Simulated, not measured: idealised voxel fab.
Name of the process module below: voxel wiring stack
For reference, the cross-section in this document is cut, with width 205 nm and square cells of 5 nm.
Cross-section, as written here: a square-cell grid given band by band from the top down, where a band holds one or more rows of cells.
Read a band's entry like this: the first values are the height of its top and the height of its bottom in nm, and what follows is the sequence of materials from left to right, each with its width in nm. Note that "empty" is empty space, and that a single material marked "all across" reaches across the band from edge to edge.
All heights in this document are referenced to 0, defined as the level beneath which the wafer, as received, consists entirely of one material. The lowest band is not bounded below; it extends indefinitely downward and is written in the form "top 0, no bottom".
Width "30..40": first value at the band's top row of cells, second value at its bottom row, equal change from row to row.
The cross-section has no changed cell in any step marked "nothing different".
For the entry "Trapped void list", the listed items are empty spaces with no open way to the top whose size is 8 cells or more; each item follows the pattern width x height at distance, where distance is from the left edge and all three are in nm.
Past the settings on a step's line: simulator remark, on that step.
"overlay nm", when on a step's line for a step with a mask, measures how far to the right of its planned place the mask lay; a negative measure means to the left.
Below you will find pairs of cross-sections. In each, one shows the wafer before one process step and the other after it, with the after view ending at the lowest band that changed. Under each pair is the step separating them, along with its settings. Do not assume the pairs form a chain: they can come from different runs of this module on the same starting wafer, and a pair continues from the pair above it only when its "Prior to step" entry says so.

-- Prior to step
	top 125, bottom 110: aC (20), empty (15), aC (75), empty (15), aC (80)
	top 110, bottom 95: SiO2 (20), empty (15), SiO2 (75), empty (15), SiO2 (80)
	top 95, bottom 90: SiCN (20), empty (15), SiCN (75), empty (15), SiCN (80)
	top 90, bottom 85: SiO2 (35), Ru (15), SiO2 (30), Ru (15), SiO2 (30), Ru (15), SiO2 (30), Ru (15), SiO2 (20)
	top 85, bottom 65: SiO2 (20), Ru (30), SiO2 (15), Ru (30), SiO2 (15), Ru (30), SiO2 (15), Ru (30), SiO2 (20)
	top 65, bottom 60: SiO2 (20), Ru (15), TiN (15), SiO2 (15), Ru (15), TiN (15), SiO2 (15), Ru (15), TiN (15), SiO2 (15), Ru (15), TiN (15), SiO2 (20)
	top 60, bottom 55: SiCN (20), TiN (15), SiCN (30), TiN (15), SiCN (30), TiN (15), SiCN (30), TiN (15), SiCN (35)
	top 55, bottom 40: lowk all across
	top 40, bottom 20: lowk (20), W (30), lowk (15), W (30), lowk (15), W (30), lowk (15), W (30), lowk (20)
	top 20, bottom 15: lowk (20), TiN (30), lowk (15), TiN (30), lowk (15), TiN (30), lowk (15), TiN (30), lowk (20)
	top 15, bottom 0: SiO2 all across
	top 0, no bottom: Si all across
	Trapped void list: none

-- Resulting Structure
	top 110, bottom 95: SiO2 (20), empty (15), SiO2 (75), empty (15), SiO2 (80)
	Note: structure below 95 unchanged.
	Trapped void list: none
Name the step between the before and after sections above: STRIP,etch materials aC

Prior to step: see preceding pair, after cross-section.

-- Resulting Structure
	top 115, bottom 110: TiN (25), empty (5), TiN (85), empty (5), TiN (85)
	top 110, bottom 95: SiO2 (20), TiN (5), empty (5), TiN (5), SiO2 (75), TiN (5), empty (5), TiN (5), SiO2 (80)
	top 95, bottom 90: SiCN (20), TiN (15), SiCN (75), TiN (15), SiCN (80)
	Note: structure below 90 unchanged.
	Trapped void list: none
Name the step between the before and after sections above: CONFORMAL_DEP,material TiN,thk nm 5

Prior to step: see preceding pair, after cross-section.

-- Resulting Structure
	top 120, bottom 115: Ru all across
	top 115, bottom 110: TiN (25), Ru (5), TiN (85), Ru (5), TiN (85)
	top 110, bottom 95: SiO2 (20), TiN (5), Ru (5), TiN (5), SiO2 (75), TiN (5), Ru (5), TiN (5), SiO2 (80)
	Note: structure below 95 unchanged.
	Trapped void list: none
Name the step between the before and after sections above: FILL_DEP,material Ru,thk nm 5

Prior to step: see preceding pair, after cross-section.

-- Resulting Structure
	top 110, bottom 95: SiO2 (20), TiN (5), Ru (5), TiN (5), SiO2 (75), TiN (5), Ru (5), TiN (5), SiO2 (80)
	Note: structure below 95 unchanged.
	Trapped void list: none
Name the step between the before and after sections above: CMP,height nm 110

Prior to step: see preceding pair, after cross-section.

-- Resulting Structure
	top 115, bottom 110: TiN all across
	Note: structure below 110 unchanged.
	Trapped void list: none
Name the step between the before and after sections above: DIRECTIONAL_DEP,material TiN,thk nm 5

Prior to step: see preceding pair, after cross-section.

-- Resulting Structure
	top 130, bottom 115: Ru all across
	Note: structure below 115 unchanged.
	Trapped void list: none
Name the step between the before and after sections above: DIRECTIONAL_DEP,material Ru,thk nm 15

Prior to step: see preceding pair, after cross-section.

-- Resulting Structure
	top 130, bottom 115: empty (20), Ru (30), empty (15), Ru (30), empty (15), Ru (30), empty (15), Ru (30), empty (20)
	Note: structure below 115 unchanged.
	Trapped void list: none
Name the step between the before and after sections above: MASKED_ETCH,tone cover,mask id METAL_3,width nm 30,pitch nm 45,etch materials Ru,depth nm 15,overlay nm 0

Prior to step: see preceding pair, after cross-section.

-- Resulting Structure
	top 130, bottom 115: empty (20), Ru (30), empty (15), Ru (30), empty (15), Ru (30), empty (15), Ru (30), empty (20)
	top 115, bottom 110: empty (20), TiN (30), empty (15), TiN (30), empty (15), TiN (30), empty (15), TiN (30), empty (20)
	Note: structure below 110 unchanged.
	Trapped void list: none
Name the step between the before and after sections above: MASKED_ETCH,tone cover,mask id METAL_3,width nm 30,pitch nm 45,etch materials TiN,depth nm 5,overlay nm 0

Prior to step: see preceding pair, after cross-section.

-- Resulting Structure
	top 135, bottom 130: empty (15), SiCN (40), empty (5), SiCN (40), empty (5), SiCN (40), empty (5), SiCN (40), empty (15)
	top 130, bottom 115: empty (15), SiCN (5), Ru (30), SiCN (5), empty (5), SiCN (5), Ru (30), SiCN (5), empty (5), SiCN (5), Ru (30), SiCN (5), empty (5), SiCN (5), Ru (30), SiCN (5), empty (15)
	top 115, bottom 110: SiCN (20), TiN (30), SiCN (15), TiN (30), SiCN (15), TiN (30), SiCN (15), TiN (30), SiCN (20)
	Note: structure below 110 unchanged.
	Trapped void list: none
Name the step between the before and after sections above: CONFORMAL_DEP,material SiCN,thk nm 5

Prior to step: see preceding pair, after cross-section.

-- Resulting Structure
	top 140, bottom 135: SiO2 all across
	top 135, bottom 130: SiO2 (15), SiCN (40), SiO2 (5), SiCN (40), SiO2 (5), SiCN (40), SiO2 (5), SiCN (40), SiO2 (15)
	top 130, bottom 115: SiO2 (15), SiCN (5), Ru (30), SiCN (5), SiO2 (5), SiCN (5), Ru (30), SiCN (5), SiO2 (5), SiCN (5), Ru (30), SiCN (5), SiO2 (5), SiCN (5), Ru (30), SiCN (5), SiO2 (15)
	Note: structure below 115 unchanged.
	Trapped void list: none
Name the step between the before and after sections above: FILL_DEP,material SiO2,thk nm 5

Prior to step: see preceding pair, after cross-section.

-- Resulting Structure
	top 130, bottom 115: SiO2 (15), SiCN (5), Ru (30), SiCN (5), SiO2 (5), SiCN (5), Ru (30), SiCN (5), SiO2 (5), SiCN (5), Ru (30), SiCN (5), SiO2 (5), SiCN (5), Ru (30), SiCN (5), SiO2 (15)
	Note: structure below 115 unchanged.
	Trapped void list: none
Name the step between the before and after sections above: CMP,height nm 130

Prior to step: see preceding pair, after cross-section.

-- Resulting Structure
	top 135, bottom 130: SiN all across
	Note: structure below 130 unchanged.
	Trapped void list: none
Name the step between the before and after sections above: CONFORMAL_DEP,material SiN,thk nm 5

-- Prior to step
	top 115, bottom 110: TiN all across
	top 110, bottom 95: SiO2 (20), TiN (5), Ru (5), TiN (5), SiO2 (75), TiN (5), Ru (5), TiN (5), SiO2 (80)
	top 95, bottom 90: SiCN (20), TiN (15), SiCN (75), TiN (15), SiCN (80)
	top 90, bottom 65: SiO2 (20), Ru (30), SiO2 (15), Ru (30), SiO2 (15), Ru (30), SiO2 (15), Ru (30), SiO2 (20)
	top 65, bottom 60: SiO2 (20), TiN (30), SiO2 (15), TiN (30), SiO2 (15), TiN (30), SiO2 (15), TiN (30), SiO2 (20)
	top 60, bottom 45: lowk (20), Ru (15), lowk (30), Ru (15), lowk (30), Ru (15), lowk (30), Ru (15), lowk (35)
	top 45, bottom 40: SiCN (20), Ru (15), SiCN (30), Ru (15), SiCN (30), Ru (15), SiCN (30), Ru (15), SiCN (35)
	top 40, bottom 20: lowk (20), W (30), lowk (15), W (30), lowk (15), W (30), lowk (15), W (30), lowk (20)
	top 20, bottom 15: lowk (20), TiN (30), lowk (15), TiN (30), lowk (15), TiN (30), lowk (15), TiN (30), lowk (20)
	top 15, bottom 0: SiO2 all across
	top 0, no bottom: Si all across
	Trapped void list: none

-- Resulting Structure
	top 125, bottom 115: Ru all across
	Note: structure below 115 unchanged.
	Trapped void list: none
Name the step between the before and after sections above: DIRECTIONAL_DEP,material Ru,thk nm 10

Prior to step: see preceding pair, after cross-section.

-- Resulting Structure
	top 125, bottom 115: empty (20), Ru (30), empty (15), Ru (30), empty (15), Ru (30), empty (15), Ru (30), empty (20)
	Note: structure below 115 unchanged.
	Trapped void list: none
Name the step between the before and after sections above: MASKED_ETCH,tone cover,mask id METAL_3,width nm 30,pitch nm 45,etch materials Ru,depth nm 15,overlay nm 0

Prior to step: see preceding pair, after cross-section.

-- Resulting Structure
	top 125, bottom 115: empty (20), Ru (30), empty (15), Ru (30), empty (15), Ru (30), empty (15), Ru (30), empty (20)
	top 115, bottom 110: empty (20), TiN (30), empty (15), TiN (30), empty (15), TiN (30), empty (15), TiN (30), empty (20)
	Note: structure below 110 unchanged.
	Trapped void list: none
Name the step between the before and after sections above: MASKED_ETCH,tone cover,mask id METAL_3,width nm 30,pitch nm 45,etch materials TiN,depth nm 5,overlay nm 0

Prior to step: see preceding pair, after cross-section.

-- Resulting Structure
	top 130, bottom 125: empty (15), SiCN (40), empty (5), SiCN (40), empty (5), SiCN (40), empty (5), SiCN (40), empty (15)
	top 125, bottom 115: empty (15), SiCN (5), Ru (30), SiCN (5), empty (5), SiCN (5), Ru (30), SiCN (5), empty (5), SiCN (5), Ru (30), SiCN (5), empty (5), SiCN (5), Ru (30), SiCN (5), empty (15)
	top 115, bottom 110: SiCN (20), TiN (30), SiCN (15), TiN (30), SiCN (15), TiN (30), SiCN (15), TiN (30), SiCN (20)
	Note: structure below 110 unchanged.
	Trapped void list: none
Name the step between the before and after sections above: CONFORMAL_DEP,material SiCN,thk nm 5

Prior to step: see preceding pair, after cross-section.

-- Resulting Structure
	top 135, bottom 130: SiO2 all across
	top 130, bottom 125: SiO2 (15), SiCN (40), SiO2 (5), SiCN (40), SiO2 (5), SiCN (40), SiO2 (5), SiCN (40), SiO2 (15)
	top 125, bottom 115: SiO2 (15), SiCN (5), Ru (30), SiCN (5), SiO2 (5), SiCN (5), Ru (30), SiCN (5), SiO2 (5), SiCN (5), Ru (30), SiCN (5), SiO2 (5), SiCN (5), Ru (30), SiCN (5), SiO2 (15)
	Note: structure below 115 unchanged.
	Trapped void list: none
Name the step between the before and after sections above: FILL_DEP,material SiO2,thk nm 5

Prior to step: see preceding pair, after cross-section.

-- Resulting Structure
	top 130, bottom 125: SiO2 (15), SiCN (40), SiO2 (5), SiCN (40), SiO2 (5), SiCN (40), SiO2 (5), SiCN (40), SiO2 (15)
	Note: structure below 125 unchanged.
	Trapped void list: none
Name the step between the before and after sections above: CMP,height nm 130

Prior to step: see preceding pair, after cross-section.

-- Resulting Structure
	top 135, bottom 130: SiN all across
	Note: structure below 130 unchanged.
	Trapped void list: none
Name the step between the before and after sections above: CONFORMAL_DEP,material SiN,thk nm 5

-- Prior to step
	top 125, bottom 110: aC all across
	top 110, bottom 95: SiO2 all across
	top 95, bottom 90: SiCN all across
	top 90, bottom 65: SiO2 (20), Ru (30), SiO2 (15), Ru (30), SiO2 (15), Ru (30), SiO2 (15), Ru (30), SiO2 (20)
	top 65, bottom 60: SiO2 (20), TiN (30), SiO2 (15), TiN (30), SiO2 (15), TiN (30), SiO2 (15), TiN (30), SiO2 (20)
	top 60, bottom 45: lowk (20), Ru (15), lowk (30), Ru (15), lowk (30), Ru (15), lowk (30), Ru (15), lowk (35)
	top 45, bottom 40: SiCN (20), Ru (15), SiCN (30), Ru (15), SiCN (30), Ru (15), SiCN (30), Ru (15), SiCN (35)
	top 40, bottom 20: lowk (20), W (30), lowk (15), W (30), lowk (15), W (30), lowk (15), W (30), lowk (20)
	top 20, bottom 15: lowk (20), TiN (30), lowk (15), TiN (30), lowk (15), TiN (30), lowk (15), TiN (30), lowk (20)
	top 15, bottom 0: SiO2 all across
	top 0, no bottom: Si all across
	Trapped void list: none

-- Resulting Structure
	top 160, bottom 125: resist (15), empty (25), resist (65), empty (25), resist (75)
	Note: structure below 125 unchanged.
	Trapped void list: none
Name the step between the before and after sections above: PATTERN,tone open,mask id PLUG_2,material resist,width nm 25,pitch nm 90,thk nm 35,overlay nm 0

Prior to step: see preceding pair, after cross-section.

-- Resulting Structure
	top 145, bottom 125: resist (15), empty (25), resist (65), empty (25), resist (75)
	top 125, bottom 110: aC (15), empty (25), aC (65), empty (25), aC (75)
	Note: structure below 110 unchanged.
	Trapped void list: none
Name the step between the before and after sections above: DIRECTIONAL_ETCH,etch materials aC,depth nm 15

Prior to step: see preceding pair, after cross-section.

-- Resulting Structure
	top 125, bottom 110: aC (15), empty (25), aC (65), empty (25), aC (75)
	Note: structure below 110 unchanged.
	Trapped void list: none
Name the step between the before and after sections above: STRIP,etch materials resist

Prior to step: see preceding pair, after cross-section.

-- Resulting Structure
	top 125, bottom 110: aC (15), empty (25), aC (65), empty (25), aC (75)
	top 110, bottom 95: SiO2 (15), empty (25), SiO2 (65), empty (25), SiO2 (75)
	Note: structure below 95 unchanged.
	Trapped void list: none
Name the step between the before and after sections above: DIRECTIONAL_ETCH,etch materials SiO2,depth nm 15

Prior to step: see preceding pair, after cross-section.

-- Resulting Structure
	top 125, bottom 110: aC (15), empty (25), aC (65), empty (25), aC (75)
	top 110, bottom 95: SiO2 (15), empty (25), SiO2 (65), empty (25), SiO2 (75)
	top 95, bottom 90: SiCN (15), empty (25), SiCN (65), empty (25), SiCN (75)
	Note: structure below 90 unchanged.
	Trapped void list: none
Name the step between the before and after sections above: DIRECTIONAL_ETCH,etch materials SiCN,depth nm 5

Prior to step: see preceding pair, after cross-section.

-- Resulting Structure
	top 110, bottom 95: SiO2 (15), empty (25), SiO2 (65), empty (25), SiO2 (75)
	Note: structure below 95 unchanged.
	Trapped void list: none
Name the step between the before and after sections above: STRIP,etch materials aC

Prior to step: see preceding pair, after cross-section.

-- Resulting Structure
	top 115, bottom 110: TiN (20), empty (15), TiN (75), empty (15), TiN (80)
	top 110, bottom 95: SiO2 (15), TiN (5), empty (15), TiN (5), SiO2 (65), TiN (5), empty (15), TiN (5), SiO2 (75)
	top 95, bottom 90: SiCN (15), TiN (25), SiCN (65), TiN (25), SiCN (75)
	Note: structure below 90 unchanged.
	Trapped void list: none
Name the step between the before and after sections above: CONFORMAL_DEP,material TiN,thk nm 5

Prior to step: see preceding pair, after cross-section.

-- Resulting Structure
	top 120, bottom 115: Ru all across
	top 115, bottom 110: TiN (20), Ru (15), TiN (75), Ru (15), TiN (80)
	top 110, bottom 95: SiO2 (15), TiN (5), Ru (15), TiN (5), SiO2 (65), TiN (5), Ru (15), TiN (5), SiO2 (75)
	Note: structure below 95 unchanged.
	Trapped void list: none
Name the step between the before and after sections above: FILL_DEP,material Ru,thk nm 5

Prior to step: see preceding pair, after cross-section.

-- Resulting Structure
	top 110, bottom 95: SiO2 (15), TiN (5), Ru (15), TiN (5), SiO2 (65), TiN (5), Ru (15), TiN (5), SiO2 (75)
	Note: structure below 95 unchanged.
	Trapped void list: none
Name the step between the before and after sections above: CMP,height nm 110

Prior to step: see preceding pair, after cross-section.

-- Resulting Structure
	top 115, bottom 110: TiN all across
	Note: structure below 110 unchanged.
	Trapped void list: none
Name the step between the before and after sections above: DIRECTIONAL_DEP,material TiN,thk nm 5

Prior to step: see preceding pair, after cross-section.

-- Resulting Structure
	top 130, bottom 115: Ru all across
	Note: structure below 115 unchanged.
	Trapped void list: none
Name the step between the before and after sections above: DIRECTIONAL_DEP,material Ru,thk nm 15

Prior to step: see preceding pair, after cross-section.

-- Resulting Structure
	top 130, bottom 115: empty (20), Ru (30), empty (15), Ru (30), empty (15), Ru (30), empty (15), Ru (30), empty (20)
	Note: structure below 115 unchanged.
	Trapped void list: none
Name the step between the before and after sections above: MASKED_ETCH,tone cover,mask id METAL_3,width nm 30,pitch nm 45,etch materials Ru,depth nm 15,overlay nm 0

Prior to step: see preceding pair, after cross-section.

-- Resulting Structure
	top 130, bottom 115: empty (20), Ru (30), empty (15), Ru (30), empty (15), Ru (30), empty (15), Ru (30), empty (20)
	top 115, bottom 110: empty (20), TiN (30), empty (15), TiN (30), empty (15), TiN (30), empty (15), TiN (30), empty (20)
	Note: structure below 110 unchanged.
	Trapped void list: none
Name the step between the before and after sections above: MASKED_ETCH,tone cover,mask id METAL_3,width nm 30,pitch nm 45,etch materials TiN,depth nm 5,overlay nm 0

Prior to step: see preceding pair, after cross-section.

-- Resulting Structure
	top 135, bottom 130: empty (15), SiCN (40), empty (5), SiCN (40), empty (5), SiCN (40), empty (5), SiCN (40), empty (15)
	top 130, bottom 115: empty (15), SiCN (5), Ru (30), SiCN (5), empty (5), SiCN (5), Ru (30), SiCN (5), empty (5), SiCN (5), Ru (30), SiCN (5), empty (5), SiCN (5), Ru (30), SiCN (5), empty (15)
	top 115, bottom 110: SiCN (20), TiN (30), SiCN (15), TiN (30), SiCN (15), TiN (30), SiCN (15), TiN (30), SiCN (20)
	Note: structure below 110 unchanged.
	Trapped void list: none
Name the step between the before and after sections above: CONFORMAL_DEP,material SiCN,thk nm 5

Prior to step: see preceding pair, after cross-section.

-- Resulting Structure
	top 140, bottom 135: SiO2 all across
	top 135, bottom 130: SiO2 (15), SiCN (40), SiO2 (5), SiCN (40), SiO2 (5), SiCN (40), SiO2 (5), SiCN (40), SiO2 (15)
	top 130, bottom 115: SiO2 (15), SiCN (5), Ru (30), SiCN (5), SiO2 (5), SiCN (5), Ru (30), SiCN (5), SiO2 (5), SiCN (5), Ru (30), SiCN (5), SiO2 (5), SiCN (5), Ru (30), SiCN (5), SiO2 (15)
	Note: structure below 115 unchanged.
	Trapped void list: none
Name the step between the before and after sections above: FILL_DEP,material SiO2,thk nm 5

Prior to step: see preceding pair, after cross-section.

-- Resulting Structure
	top 130, bottom 115: SiO2 (15), SiCN (5), Ru (30), SiCN (5), SiO2 (5), SiCN (5), Ru (30), SiCN (5), SiO2 (5), SiCN (5), Ru (30), SiCN (5), SiO2 (5), SiCN (5), Ru (30), SiCN (5), SiO2 (15)
	Note: structure below 115 unchanged.
	Trapped void list: none
Name the step between the before and after sections above: CMP,height nm 130

Prior to step: see preceding pair, after cross-section.

-- Resulting Structure
	top 135, bottom 130: SiN all across
	Note: structure below 130 unchanged.
	Trapped void list: none
Name the step between the before and after sections above: CONFORMAL_DEP,material SiN,thk nm 5

-- Prior to step
	top 125, bottom 110: aC all across
	top 110, bottom 95: SiO2 all across
	top 95, bottom 90: SiCN all across
	top 90, bottom 65: SiO2 (20), Ru (30), SiO2 (15), Ru (30), SiO2 (15), Ru (30), SiO2 (15), Ru (30), SiO2 (20)
	top 65, bottom 60: SiO2 (20), TiN (30), SiO2 (15), TiN (30), SiO2 (15), TiN (30), SiO2 (15), TiN (30), SiO2 (20)
	top 60, bottom 45: lowk (20), Ru (15), lowk (30), Ru (15), lowk (30), Ru (15), lowk (30), Ru (15), lowk (35)
	top 45, bottom 40: SiCN (20), Ru (15), SiCN (30), Ru (15), SiCN (30), Ru (15), SiCN (30), Ru (15), SiCN (35)
	top 40, bottom 20: lowk (20), W (30), lowk (15), W (30), lowk (15), W (30), lowk (15), W (30), lowk (20)
	top 20, bottom 15: lowk (20), TiN (30), lowk (15), TiN (30), lowk (15), TiN (30), lowk (15), TiN (30), lowk (20)
	top 15, bottom 0: SiO2 all across
	top 0, no bottom: Si all across
	Trapped void list: none

-- Resulting Structure
	top 160, bottom 125: resist (30), empty (15), resist (75), empty (15), resist (70)
	Note: structure below 125 unchanged.
	Trapped void list: none
Name the step between the before and after sections above: PATTERN,tone open,mask id PLUG_2,material resist,width nm 15,pitch nm 90,thk nm 35,overlay nm 10

Prior to step: see preceding pair, after cross-section.

-- Resulting Structure
	top 145, bottom 125: resist (30), empty (15), resist (75), empty (15), resist (70)
	top 125, bottom 110: aC (30), empty (15), aC (75), empty (15), aC (70)
	Note: structure below 110 unchanged.
	Trapped void list: none
Name the step between the before and after sections above: DIRECTIONAL_ETCH,etch materials aC,depth nm 15

Prior to step: see preceding pair, after cross-section.

-- Resulting Structure
	top 125, bottom 110: aC (30), empty (15), aC (75), empty (15), aC (70)
	Note: structure below 110 unchanged.
	Trapped void list: none
Name the step between the before and after sections above: STRIP,etch materials resist

Prior to step: see preceding pair, after cross-section.

-- Resulting Structure
	top 125, bottom 110: aC (30), empty (15), aC (75), empty (15), aC (70)
	top 110, bottom 95: SiO2 (30), empty (15), SiO2 (75), empty (15), SiO2 (70)
	Note: structure below 95 unchanged.
	Trapped void list: none
Name the step between the before and after sections above: DIRECTIONAL_ETCH,etch materials SiO2,depth nm 15

Prior to step: see preceding pair, after cross-section.

-- Resulting Structure
	top 125, bottom 110: aC (30), empty (15), aC (75), empty (15), aC (70)
	top 110, bottom 95: SiO2 (30), empty (15), SiO2 (75), empty (15), SiO2 (70)
	top 95, bottom 90: SiCN (30), empty (15), SiCN (75), empty (15), SiCN (70)
	Note: structure below 90 unchanged.
	Trapped void list: none
Name the step between the before and after sections above: DIRECTIONAL_ETCH,etch materials SiCN,depth nm 5

Prior to step: see preceding pair, after cross-section.

-- Resulting Structure
	top 110, bottom 95: SiO2 (30), empty (15), SiO2 (75), empty (15), SiO2 (70)
	Note: structure below 95 unchanged.
	Trapped void list: none
Name the step between the before and after sections above: STRIP,etch materials aC

Prior to step: see preceding pair, after cross-section.

-- Resulting Structure
	top 115, bottom 110: TiN (35), empty (5), TiN (85), empty (5), TiN (75)
	top 110, bottom 95: SiO2 (30), TiN (5), empty (5), TiN (5), SiO2 (75), TiN (5), empty (5), TiN (5), SiO2 (70)
	top 95, bottom 90: SiCN (30), TiN (15), SiCN (75), TiN (15), SiCN (70)
	Note: structure below 90 unchanged.
	Trapped void list: none
Name the step between the before and after sections above: CONFORMAL_DEP,material TiN,thk nm 5

Prior to step: see preceding pair, after cross-section.

-- Resulting Structure
	top 120, bottom 115: Ru all across
	top 115, bottom 110: TiN (35), Ru (5), TiN (85), Ru (5), TiN (75)
	top 110, bottom 95: SiO2 (30), TiN (5), Ru (5), TiN (5), SiO2 (75), TiN (5), Ru (5), TiN (5), SiO2 (70)
	Note: structure below 95 unchanged.
	Trapped void list: none
Name the step between the before and after sections above: FILL_DEP,material Ru,thk nm 5

Prior to step: see preceding pair, after cross-section.

-- Resulting Structure
	top 110, bottom 95: SiO2 (30), TiN (5), Ru (5), TiN (5), SiO2 (75), TiN (5), Ru (5), TiN (5), SiO2 (70)
	Note: structure below 95 unchanged.
	Trapped void list: none
Name the step between the before and after sections above: CMP,height nm 110

Prior to step: see preceding pair, after cross-section.

-- Resulting Structure
	top 115, bottom 110: TiN all across
	Note: structure below 110 unchanged.
	Trapped void list: none
Name the step between the before and after sections above: DIRECTIONAL_DEP,material TiN,thk nm 5

Prior to step: see preceding pair, after cross-section.

-- Resulting Structure
	top 130, bottom 115: Ru all across
	Note: structure below 115 unchanged.
	Trapped void list: none
Name the step between the before and after sections above: DIRECTIONAL_DEP,material Ru,thk nm 15

Prior to step: see preceding pair, after cross-section.

-- Resulting Structure
	top 130, bottom 115: empty (20), Ru (30), empty (15), Ru (30), empty (15), Ru (30), empty (15), Ru (30), empty (20)
	Note: structure below 115 unchanged.
	Trapped void list: none
Name the step between the before and after sections above: MASKED_ETCH,tone cover,mask id METAL_3,width nm 30,pitch nm 45,etch materials Ru,depth nm 15,overlay nm 0

Prior to step: see preceding pair, after cross-section.

-- Resulting Structure
	top 130, bottom 115: empty (20), Ru (30), empty (15), Ru (30), empty (15), Ru (30), empty (15), Ru (30), empty (20)
	top 115, bottom 110: empty (20), TiN (30), empty (15), TiN (30), empty (15), TiN (30), empty (15), TiN (30), empty (20)
	Note: structure below 110 unchanged.
	Trapped void list: none
Name the step between the before and after sections above: MASKED_ETCH,tone cover,mask id METAL_3,width nm 30,pitch nm 45,etch materials TiN,depth nm 5,overlay nm 0

Prior to step: see preceding pair, after cross-section.

-- Resulting Structure
	top 135, bottom 130: empty (15), SiCN (40), empty (5), SiCN (40), empty (5), SiCN (40), empty (5), SiCN (40), empty (15)
	top 130, bottom 115: empty (15), SiCN (5), Ru (30), SiCN (5), empty (5), SiCN (5), Ru (30), SiCN (5), empty (5), SiCN (5), Ru (30), SiCN (5), empty (5), SiCN (5), Ru (30), SiCN (5), empty (15)
	top 115, bottom 110: SiCN (20), TiN (30), SiCN (15), TiN (30), SiCN (15), TiN (30), SiCN (15), TiN (30), SiCN (20)
	Note: structure below 110 unchanged.
	Trapped void list: none
Name the step between the before and after sections above: CONFORMAL_DEP,material SiCN,thk nm 5

Prior to step: see preceding pair, after cross-section.

-- Resulting Structure
	top 140, bottom 135: SiO2 all across
	top 135, bottom 130: SiO2 (15), SiCN (40), SiO2 (5), SiCN (40), SiO2 (5), SiCN (40), SiO2 (5), SiCN (40), SiO2 (15)
	top 130, bottom 115: SiO2 (15), SiCN (5), Ru (30), SiCN (5), SiO2 (5), SiCN (5), Ru (30), SiCN (5), SiO2 (5), SiCN (5), Ru (30), SiCN (5), SiO2 (5), SiCN (5), Ru (30), SiCN (5), SiO2 (15)
	Note: structure below 115 unchanged.
	Trapped void list: none
Name the step between the before and after sections above: FILL_DEP,material SiO2,thk nm 5

Prior to step: see preceding pair, after cross-section.

-- Resulting Structure
	top 130, bottom 115: SiO2 (15), SiCN (5), Ru (30), SiCN (5), SiO2 (5), SiCN (5), Ru (30), SiCN (5), SiO2 (5), SiCN (5), Ru (30), SiCN (5), SiO2 (5), SiCN (5), Ru (30), SiCN (5), SiO2 (15)
	Note: structure below 115 unchanged.
	Trapped void list: none
Name the step between the before and after sections above: CMP,height nm 130

Prior to step: see preceding pair, after cross-section.

-- Resulting Structure
	top 135, bottom 130: SiN all across
	Note: structure below 130 unchanged.
	Trapped void list: none
Name the step between the before and after sections above: CONFORMAL_DEP,material SiN,thk nm 5

-- Prior to step
	top 60, bottom 45: lowk all across
	top 45, bottom 40: SiCN all across
	top 40, bottom 20: lowk (20), W (30), lowk (15), W (30), lowk (15), W (30), lowk (15), W (30), lowk (20)
	top 20, bottom 15: lowk (20), TiN (30), lowk (15), TiN (30), lowk (15), TiN (30), lowk (15), TiN (30), lowk (20)
	top 15, bottom 0: SiO2 all across
	top 0, no bottom: Si all across
	Trapped void list: none

-- Resulting Structure
	top 75, bottom 60: SiO2 all across
	Note: structure below 60 unchanged.
	Trapped void list: none
Name the step between the before and after sections above: DIRECTIONAL_DEP,material SiO2,thk nm 15

Prior to step: see preceding pair, after cross-section.

-- Resulting Structure
	top 105, bottom 75: resist (20), empty (15), resist (30), empty (15), resist (30), empty (15), resist (30), empty (15), resist (35)
	Note: structure below 75 unchanged.
	Trapped void list: none
Name the step between the before and after sections above: PATTERN,tone open,mask id PLUG_1,material resist,width nm 15,pitch nm 45,thk nm 30,overlay nm 0

Prior to step: see preceding pair, after cross-section.

-- Resulting Structure
	top 90, bottom 75: resist (20), empty (15), resist (30), empty (15), resist (30), empty (15), resist (30), empty (15), resist (35)
	Note: structure below 75 unchanged.
	Trapped void list: none
Name the step between the before and after sections above: DIRECTIONAL_ETCH,etch materials aC,depth nm 15

Prior to step: see preceding pair, after cross-section.

-- Resulting Structure
	top 75, bottom 60: SiO2 all across
	Note: structure below 60 unchanged.
	Trapped void list: none
Name the step between the before and after sections above: STRIP,etch materials resist

Prior to step: see preceding pair, after cross-section.

-- Resulting Structure
	top 80, bottom 75: TiN all across
	Note: structure below 75 unchanged.
	Trapped void list: none
Name the step between the before and after sections above: DIRECTIONAL_DEP,material TiN,thk nm 5

Prior to step: see preceding pair, after cross-section.

-- Resulting Structure
	top 105, bottom 80: Ru all across
	Note: structure below 80 unchanged.
	Trapped void list: none
Name the step between the before and after sections above: DIRECTIONAL_DEP,material Ru,thk nm 25

Prior to step: see preceding pair, after cross-section.

-- Resulting Structure
	top 120, bottom 105: empty (20), resist (30), empty (15), resist (30), empty (15), resist (30), empty (15), resist (30), empty (20)
	Note: structure below 105 unchanged.
	Trapped void list: none
Name the step between the before and after sections above: PATTERN,tone cover,mask id METAL_2,material resist,width nm 30,pitch nm 45,thk nm 15,overlay nm 0

Prior to step: see preceding pair, after cross-section.

-- Resulting Structure
	top 120, bottom 105: empty (20), resist (30), empty (15), resist (30), empty (15), resist (30), empty (15), resist (30), empty (20)
	top 105, bottom 80: empty (20), Ru (30), empty (15), Ru (30), empty (15), Ru (30), empty (15), Ru (30), empty (20)
	Note: structure below 80 unchanged.
	Trapped void list: none
Name the step between the before and after sections above: DIRECTIONAL_ETCH,etch materials Ru,depth nm 25

Prior to step: see preceding pair, after cross-section.

-- Resulting Structure
	top 120, bottom 105: empty (20), resist (30), empty (15), resist (30), empty (15), resist (30), empty (15), resist (30), empty (20)
	top 105, bottom 80: empty (20), Ru (30), empty (15), Ru (30), empty (15), Ru (30), empty (15), Ru (30), empty (20)
	top 80, bottom 75: empty (20), TiN (30), empty (15), TiN (30), empty (15), TiN (30), empty (15), TiN (30), empty (20)
	Note: structure below 75 unchanged.
	Trapped void list: none
Name the step between the before and after sections above: DIRECTIONAL_ETCH,etch materials TiN,depth nm 5

Prior to step: see preceding pair, after cross-section.

-- Resulting Structure
	top 105, bottom 80: empty (20), Ru (30), empty (15), Ru (30), empty (15), Ru (30), empty (15), Ru (30), empty (20)
	Note: structure below 80 unchanged.
	Trapped void list: none
Name the step between the before and after sections above: STRIP,etch materials resist
